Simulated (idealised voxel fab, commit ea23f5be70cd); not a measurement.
voxel transistor to metal: a process module
The width of the displayed cross-section, cut, is 160 nm; its cells are square, with a size of 5 nm.
Cross-section = grid of square cells, listed top down in bands; band = one or more rows.
Band entry format. Leading values: height of top, height of bottom, nm. Remainder: materials in left-to-right order, each with its width in nm. Special words: "full width" on a single material, which then fills the band edge to edge; "empty", empty space.
The level at which height equals 0 is the one under which the wafer, as it arrives, is entirely one material. No lower edge exists for the bottom band, which continues downward and is notated as in "0 and below".
Note: "30->40" means the width goes from the first number (top row of the band) to the second number (bottom row) in equal steps per row of cells.
"no change" for a step: no cell of the cross-section changed in that step.
"Closed cavities" - sealed voids, min. 8 cells, no opening to top; format: width x height at distance (distance from left edge; nm throughout).
Whatever follows a step's settings on its line is a remark the simulator itself makes about that step.
You can add "overlay nm" to a step's line. For a step with a mask, it describes how far the mask lay to the right of its planned position, and a negative number describes a lay to the left.
INTENDED PROCESS STEPS
1 RECEIVE with material Si
2 OXIDIZE with depth nm 5
3 CONFORMAL_DEP with material SiN, thk nm 15
4 DIRECTIONAL_DEP with material aC, thk nm 10
5 PATTERN with tone cover, mask id ACTIVE, material resist, width nm 125, thk nm 25, overlay nm 0
6 DIRECTIONAL_ETCH with etch materials aC, depth nm 10
7 STRIP with etch materials resist
8 DIRECTIONAL_ETCH with etch materials SiN, depth nm 15
9 DIRECTIONAL_ETCH with etch materials SiO2, depth nm 5
10 DIRECTIONAL_ETCH with etch materials Si, depth nm 20
11 STRIP with etch materials aC
12 FILL_DEP with material SiO2, thk nm 5
13 CMP with height nm 15
14 SELECTIVE_ETCH with etch materials SiO2, depth nm 15
15 STRIP with etch materials SiN
16 SELECTIVE_ETCH with etch materials SiO2, depth nm 5
17 OXIDIZE with depth nm 5
18 DIRECTIONAL_DEP with material polySi, thk nm 25
19 DIRECTIONAL_DEP with material SiCN, thk nm 15
20 MASKED_ETCH with tone cover, mask id GATE, width nm 35, etch materials SiCN, depth nm 25, overlay nm 0
21 MASKED_ETCH with tone cover, mask id GATE, width nm 35, etch materials polySi, depth nm 35, overlay nm 0
22 CONFORMAL_DEP with material SiN, thk nm 5
23 DIRECTIONAL_ETCH with etch materials SiN, depth nm 5
24 DIRECTIONAL_ETCH with etch materials SiO2, depth nm 5
25 DIRECTIONAL_ETCH with etch materials Si, depth nm 15
26 EPI with material pSi, thk nm 20
27 FILL_DEP with material SiO2, thk nm 10
28 CMP with height nm 20
29 STRIP with etch materials polySi
30 SELECTIVE_ETCH with etch materials SiO2, depth nm 5
31 CONFORMAL_DEP with material HfO2, thk nm 5
32 CONFORMAL_DEP with material TiN, thk nm 5
33 FILL_DEP with material W, thk nm 5
34 CMP with height nm 15
35 DIRECTIONAL_DEP with material SiO2, thk nm 10
36 DIRECTIONAL_DEP with material aC, thk nm 10
37 PATTERN with tone open, mask id CONTACT, material resist, width nm 20, pitch nm 95, thk nm 25, overlay nm 0
38 DIRECTIONAL_ETCH with etch materials aC, depth nm 10
39 STRIP with etch materials resist
40 DIRECTIONAL_ETCH with etch materials SiO2, depth nm 30
41 STRIP with etch materials aC
42 CONFORMAL_DEP with material TiN, thk nm 5
43 FILL_DEP with material Ru, thk nm 5
44 CMP with height nm 25
45 DIRECTIONAL_DEP with material TiN, thk nm 5
46 DIRECTIONAL_DEP with material W, thk nm 20
47 MASKED_ETCH with tone cover, mask id METAL_1, width nm 20, pitch nm 95, etch materials W, depth nm 20, overlay nm 0
48 MASKED_ETCH with tone cover, mask id METAL_1, width nm 20, pitch nm 95, etch materials TiN, depth nm 5, overlay nm 0
49 CONFORMAL_DEP with material SiCN, thk nm 5
50 FILL_DEP with material lowk, thk nm 10
51 CMP with height nm 50
52 CONFORMAL_DEP with material SiN, thk nm 5
WAFER CROSS-SECTION ON RECEIPT, I.E. AFTER STEP 1
0 and below: Si full width
Closed cavities: none
CROSS-SECTION: FIRST OF TWO WAFERS, MODULE FINISHED, RUN ACCORDING TO PLAN
55 down to 50: SiN full width
50 down to 30: lowk 15; SiCN 5; W 20; SiCN 5; lowk 65; SiCN 5; W 20; SiCN 5; lowk 20
30 down to 25: SiCN 20; TiN 20; SiCN 75; TiN 20; SiCN 25
25 down to 15: SiO2 20; TiN 5; Ru 10; TiN 5; SiO2 75; TiN 5; Ru 10; TiN 5; SiO2 25
15 down to 10: SiO2 20; TiN 5; Ru 5; TiN 10; SiO2 15; SiN 5; HfO2 5; TiN 5; W 15; TiN 5; HfO2 5; SiN 5; SiO2 15; TiN 10; Ru 5; TiN 5; SiO2 25
10 down to 0: SiO2 20; TiN 5; Ru 5; TiN 5; pSi 20; SiN 5; HfO2 5; TiN 5; W 15; TiN 5; HfO2 5; SiN 5; pSi 20; TiN 5; Ru 5; TiN 5; SiO2 25
0 down to -5: SiO2 20; TiN 15; pSi 20; SiN 5; HfO2 5; TiN 25; HfO2 5; SiN 5; pSi 20; TiN 15; SiO2 25
-5 down to -10: SiO2 10; pSi 45; HfO2 45; pSi 45; SiO2 15
-10 down to -25: SiO2 15; pSi 40; Si 45; pSi 40; SiO2 20
-25 and below: Si full width
Closed cavities: none
SECOND WAFER THROUGH THE MODULE, SECTIONED AT THE END: SAME BEGINNING AND SAME PLAN AS THE FIRST WAFER, WITH ONE MISTAKE IN CARRYING IT OUT
55 down to 50: SiN full width
50 down to 35: lowk 20; SiCN 5; W 20; SiCN 5; lowk 65; SiCN 5; W 20; SiCN 5; lowk 15
35 down to 30: lowk 15; SiCN 10; W 20; SiCN 5; lowk 60; SiCN 10; W 20; SiCN 5; lowk 15
30 down to 25: SiCN 20; TiN 25; SiCN 70; TiN 25; SiCN 20
25 down to 15: SiO2 20; TiN 5; Ru 10; TiN 5; SiO2 75; TiN 5; Ru 10; TiN 5; SiO2 25
15 down to 10: SiO2 20; TiN 5; Ru 5; TiN 10; SiO2 15; SiN 5; HfO2 5; TiN 5; W 15; TiN 5; HfO2 5; SiN 5; SiO2 15; TiN 10; Ru 5; TiN 5; SiO2 25
10 down to 0: SiO2 20; TiN 5; Ru 5; TiN 5; pSi 20; SiN 5; HfO2 5; TiN 5; W 15; TiN 5; HfO2 5; SiN 5; pSi 20; TiN 5; Ru 5; TiN 5; SiO2 25
0 down to -5: SiO2 20; TiN 15; pSi 20; SiN 5; HfO2 5; TiN 25; HfO2 5; SiN 5; pSi 20; TiN 15; SiO2 25
-5 down to -10: SiO2 10; pSi 45; HfO2 45; pSi 45; SiO2 15
-10 down to -25: SiO2 15; pSi 40; Si 45; pSi 40; SiO2 20
-25 and below: Si full width
Closed cavities: none
In executing the process, a mistake was made relative to the plan: step 47 changed vs plan, executed as MASKED_ETCH with tone cover, mask id METAL_1, width nm 20, pitch nm 95, etch materials W, depth nm 20, overlay nm 5
Wafer comparison, final, in cells, second relative to first, materials more or fewer: +2 TiN | -2 lowk
